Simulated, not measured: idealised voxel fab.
This is a process module. Its name is voxel ribs on slabs.
For reference, the cross-section in this document is cut, with width 300 nm and square cells of 5 nm.
Cross-section format: a grid of square cells, given as bands from top to bottom; each band is one or more rows of cells. Top height, bottom height, nm. Materials left to right, width each, nm. Single material + "everywhere" = fills band edge to edge. "blank" = empty. For the purposes of this specification, 0 denotes the height below which the wafer in its as-received condition is composed wholly of one material, and the lowermost band, lacking a lower limit, extends downward without end, as expressed in "from 0 down". So if you see something like "30 to 40" for the width, read it as the top row of the band sitting at the first number and the bottom row at the second, with every row in between moving by the same amount as the last. It should be understood that the words "nothing got changed", when stated for a given step, signify that the cross-section underwent no change in any of its cells during that step. "Enclosed void list" - sealed voids, min. 8 cells, no opening to top; format: width x height at distance (distance from left edge; nm throughout). Anything after a step's settings on that line? It's the simulator's own note about the step. If you see "overlay nm" on a step's line and that step has a mask, it's telling you how far right of where it was planned the mask ended up; a negative number means it went left instead.
The steps planned for the process are as follows:
1. RECEIVE, material Si
2. DIRECTIONAL_DEP, material SiO2, thk nm 30
3. DIRECTIONAL_DEP, material SiN, thk nm 25
4. MASKED_ETCH, tone cover, mask id RIB, width nm 20, etch materials SiN, depth nm 20, overlay nm 0
5. MASKED_ETCH, tone cover, mask id SLAB, width nm 60, etch materials SiN, depth nm 5, overlay nm -15
6. FILL_DEP, material SiO2, thk nm 25
7. CMP, height nm 75
8. DIRECTIONAL_DEP, material W, thk nm 5
9. MASKED_ETCH, tone cover, mask id HEATER, width nm 30, etch materials W, depth nm 5, overlay nm 0
10. CONFORMAL_DEP, material SiO2, thk nm 5
The plan shows the overlay nm of step 5 as the first wafer had it; this setting differs between the wafers, which start out alike.
Step 1 complete: as-received cross-section of the first of several wafers:
from 0 down  Si everywhere
Enclosed void list: none
Cross-section after step 10, the final step of the module, for the first of several wafers:
from 85 to 80  blank=130  SiO2=40  blank=130
from 80 to 75  SiO2=135  W=30  SiO2=135
from 75 to 55  SiO2 everywhere
from 55 to 35  SiO2=140  SiN=20  SiO2=140
from 35 to 30  SiO2=105  SiN=60  SiO2=135
from 30 to 0  SiO2 everywhere
from 0 down  Si everywhere
Enclosed void list: none
Cross-sectional depiction of the last of several wafers upon completion of the module:
from 85 to 80  blank=130  SiO2=40  blank=130
from 80 to 75  SiO2=135  W=30  SiO2=135
from 75 to 55  SiO2 everywhere
from 55 to 35  SiO2=140  SiN=20  SiO2=140
from 35 to 30  SiO2=135  SiN=60  SiO2=105
from 30 to 0  SiO2 everywhere
from 0 down  Si everywhere
Enclosed void list: none
End of module, by wafer: material-by-material cell gain (+) or loss (-) since receipt, then closed voids:
overlay nm -15 | +28 SiN | +934 SiO2 | +6 W | Enclosed void list: none
overlay nm -10 | +28 SiN | +934 SiO2 | +6 W | Enclosed void list: none
overlay nm -5 | +28 SiN | +934 SiO2 | +6 W | Enclosed void list: none
overlay nm 0 | +28 SiN | +934 SiO2 | +6 W | Enclosed void list: none
overlay nm 5 | +28 SiN | +934 SiO2 | +6 W | Enclosed void list: none
overlay nm 10 | +28 SiN | +934 SiO2 | +6 W | Enclosed void list: none
overlay nm 15 | +28 SiN | +934 SiO2 | +6 W | Enclosed void list: none
